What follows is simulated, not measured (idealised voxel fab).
This section sets out a process module, namely voxel released beams.
Displayed cross-section: cut, width of 165 nm, square cells sized 5 nm.
In this document a cross-section is written as a grid of square cells. It is given as a series of bands, listed from the top down, and a band is one or more rows of cells.
Within each band entry, the heights of the top and of the bottom of the band appear first, in that order and in nm; the materials of the band then follow from left to right, each with its corresponding width in nm. The designation "edge to edge" on a single material indicates that it fills the band from edge to edge; the designation "blank" indicates empty space.
Heights are reckoned from 0. Under this level, the received wafer is all of one material. The bottommost band is open-ended downward, for example "0 -> down".
Width "30->40": first value at the band's top row of cells, second value at its bottom row, equal change from row to row.
What does "left unchanged" mean for a step? It means no cell of the cross-section changed in that step.
So "Cavities, closed" is basically the list of trapped voids: any empty space of 8 cells or more that can't reach the top through an opening. They're written width x height at distance, the distance being from the left edge, and it's all nm.
Text after the settings on a step's line: the simulator's own remark on that step.
A step line may carry the setting "overlay nm", which, for steps involving a mask, states the distance by which the mask lay to the right of its intended position; negative values denote displacement to the left.
So here's the lineup of process steps we planned:
1 RECEIVE with material Si
2 CONFORMAL_DEP with material SiN, thk nm 10
3 DIRECTIONAL_DEP with material SiO2, thk nm 20
4 DIRECTIONAL_DEP with material aC, thk nm 15
5 PATTERN with tone open, mask id ANCHOR, material resist, width nm 35, thk nm 30, overlay nm 0
6 DIRECTIONAL_ETCH with etch materials aC, depth nm 15
7 STRIP with etch materials resist
8 DIRECTIONAL_ETCH with etch materials SiO2, depth nm 20
9 STRIP with etch materials aC
10 CONFORMAL_DEP with material polySi, thk nm 15
11 DIRECTIONAL_DEP with material aC, thk nm 15
12 PATTERN with tone cover, mask id BEAM, material resist, width nm 95, thk nm 35, overlay nm 0
13 DIRECTIONAL_ETCH with etch materials aC, depth nm 15
14 STRIP with etch materials resist
15 DIRECTIONAL_ETCH with etch materials polySi, depth nm 15
16 STRIP with etch materials aC
17 STRIP with etch materials SiO2
Run as planned: first of two wafers:
Cross-section of the incoming wafer, state after step 1:
	0 -> down: Si edge to edge
	Cavities, closed: none
The wafer, seen in cross-section, after step 2:
	10 -> 0: SiN edge to edge
	Lower than 0, everything is as it was.
The wafer, seen in cross-section, after step 3:
	30 -> 10: SiO2 edge to edge
	Lower than 10, everything is as it was.
The wafer, seen in cross-section, after step 4:
	45 -> 30: aC edge to edge
	Lower than 30, everything is as it was.
The wafer, seen in cross-section, after step 5:
	75 -> 45: resist=35; blank=35; resist=95
	Lower than 45, everything is as it was.
The wafer, seen in cross-section, after step 6:
	60 -> 45: resist=35; blank=35; resist=95
	45 -> 30: aC=35; blank=35; aC=95
	Lower than 30, everything is as it was.
The wafer, seen in cross-section, after step 7:
	45 -> 30: aC=35; blank=35; aC=95
	Lower than 30, everything is as it was.
The wafer, seen in cross-section, after step 8:
	45 -> 30: aC=35; blank=35; aC=95
	30 -> 10: SiO2=35; blank=35; SiO2=95
	Lower than 10, everything is as it was.
The wafer, seen in cross-section, after step 9:
	30 -> 10: SiO2=35; blank=35; SiO2=95
	Lower than 10, everything is as it was.
The wafer, seen in cross-section, after step 10:
	45 -> 30: polySi=50; blank=5; polySi=110
	30 -> 25: SiO2=35; polySi=15; blank=5; polySi=15; SiO2=95
	25 -> 10: SiO2=35; polySi=35; SiO2=95
	Lower than 10, everything is as it was.
The wafer, seen in cross-section, after step 11:
	60 -> 45: aC=50; blank=5; aC=110
	45 -> 40: polySi=50; blank=5; polySi=110
	40 -> 30: polySi=50; aC=5; polySi=110
	30 -> 25: SiO2=35; polySi=15; aC=5; polySi=15; SiO2=95
	Lower than 25, everything is as it was.
The wafer, seen in cross-section, after step 12:
	95 -> 60: blank=30; resist=95; blank=40
	60 -> 45: aC=50; resist=5; aC=110
	45 -> 40: polySi=50; resist=5; polySi=110
	Lower than 40, everything is as it was.
The wafer, seen in cross-section, after step 13:
	80 -> 60: blank=30; resist=95; blank=40
	60 -> 45: blank=30; aC=20; resist=5; aC=70; blank=40
	Lower than 45, everything is as it was.
The wafer, seen in cross-section, after step 14:
	60 -> 45: blank=30; aC=20; blank=5; aC=70; blank=40
	45 -> 40: polySi=50; blank=5; polySi=110
	Lower than 40, everything is as it was.
The wafer, seen in cross-section, after step 15:
	60 -> 45: blank=30; aC=20; blank=5; aC=70; blank=40
	45 -> 40: blank=30; polySi=20; blank=5; polySi=70; blank=40
	40 -> 30: blank=30; polySi=20; aC=5; polySi=70; blank=40
	Lower than 30, everything is as it was.
The wafer, seen in cross-section, after step 16:
	45 -> 30: blank=30; polySi=20; blank=5; polySi=70; blank=40
	30 -> 25: SiO2=35; polySi=15; blank=5; polySi=15; SiO2=95
	Lower than 25, everything is as it was.
The wafer, seen in cross-section, after step 17:
	45 -> 30: blank=30; polySi=20; blank=5; polySi=70; blank=40
	30 -> 25: blank=35; polySi=15; blank=5; polySi=15; blank=95
	25 -> 10: blank=35; polySi=35; blank=95
	Lower than 10, everything is as it was.
What follows concerns the second wafer, which started out like the first and was meant to follow the very same plan; one mistake crept in when it was run, but everything up to and including step 1 is the same as for the first wafer:
Here is the second wafer in cross-section at the point where step 2 of the plan should have been done: left unchanged
Here is the second wafer in cross-section at the point where step 3 of the plan should have been done:
	20 -> 0: SiO2 edge to edge
	Lower than 0, everything is as it was.
Here is the second wafer in cross-section at the point where step 4 of the plan should have been done:
	35 -> 20: aC edge to edge
	Lower than 20, everything is as it was.
Here is the second wafer in cross-section at the point where step 5 of the plan should have been done:
	65 -> 35: resist=35; blank=35; resist=95
	Lower than 35, everything is as it was.
Here is the second wafer in cross-section at the point where step 6 of the plan should have been done:
	50 -> 35: resist=35; blank=35; resist=95
	35 -> 20: aC=35; blank=35; aC=95
	Lower than 20, everything is as it was.
Here is the second wafer in cross-section at the point where step 7 of the plan should have been done:
	35 -> 20: aC=35; blank=35; aC=95
	Lower than 20, everything is as it was.
Here is the second wafer in cross-section at the point where step 8 of the plan should have been done:
	35 -> 20: aC=35; blank=35; aC=95
	20 -> 0: SiO2=35; blank=35; SiO2=95
	Lower than 0, everything is as it was.
Here is the second wafer in cross-section at the point where step 9 of the plan should have been done:
	20 -> 0: SiO2=35; blank=35; SiO2=95
	Lower than 0, everything is as it was.
Here is the second wafer in cross-section at the point where step 10 of the plan should have been done:
	35 -> 20: polySi=50; blank=5; polySi=110
	20 -> 15: SiO2=35; polySi=15; blank=5; polySi=15; SiO2=95
	15 -> 0: SiO2=35; polySi=35; SiO2=95
	Lower than 0, everything is as it was.
Here is the second wafer in cross-section at the point where step 11 of the plan should have been done:
	50 -> 35: aC=50; blank=5; aC=110
	35 -> 30: polySi=50; blank=5; polySi=110
	30 -> 20: polySi=50; aC=5; polySi=110
	20 -> 15: SiO2=35; polySi=15; aC=5; polySi=15; SiO2=95
	Lower than 15, everything is as it was.
Here is the second wafer in cross-section at the point where step 12 of the plan should have been done:
	85 -> 50: blank=30; resist=95; blank=40
	50 -> 35: aC=50; resist=5; aC=110
	35 -> 30: polySi=50; resist=5; polySi=110
	Lower than 30, everything is as it was.
Here is the second wafer in cross-section at the point where step 13 of the plan should have been done:
	70 -> 50: blank=30; resist=95; blank=40
	50 -> 35: blank=30; aC=20; resist=5; aC=70; blank=40
	Lower than 35, everything is as it was.
Here is the second wafer in cross-section at the point where step 14 of the plan should have been done:
	50 -> 35: blank=30; aC=20; blank=5; aC=70; blank=40
	35 -> 30: polySi=50; blank=5; polySi=110
	Lower than 30, everything is as it was.
Here is the second wafer in cross-section at the point where step 15 of the plan should have been done:
	50 -> 35: blank=30; aC=20; blank=5; aC=70; blank=40
	35 -> 30: blank=30; polySi=20; blank=5; polySi=70; blank=40
	30 -> 20: blank=30; polySi=20; aC=5; polySi=70; blank=40
	Lower than 20, everything is as it was.
Here is the second wafer in cross-section at the point where step 16 of the plan should have been done:
	35 -> 20: blank=30; polySi=20; blank=5; polySi=70; blank=40
	20 -> 15: SiO2=35; polySi=15; blank=5; polySi=15; SiO2=95
	Lower than 15, everything is as it was.
Here is the second wafer in cross-section at the point where step 17 of the plan should have been done:
	35 -> 20: blank=30; polySi=20; blank=5; polySi=70; blank=40
	20 -> 15: blank=35; polySi=15; blank=5; polySi=15; blank=95
	15 -> 0: blank=35; polySi=35; blank=95
	Lower than 0, everything is as it was.
In executing the process, a mistake was made relative to the plan: heads up, step 2 of the plan was skipped and never actually ran
Bottom line after processing is that, in cells, the second wafer is up or down on some materials versus the first: SiN: 66 fewer
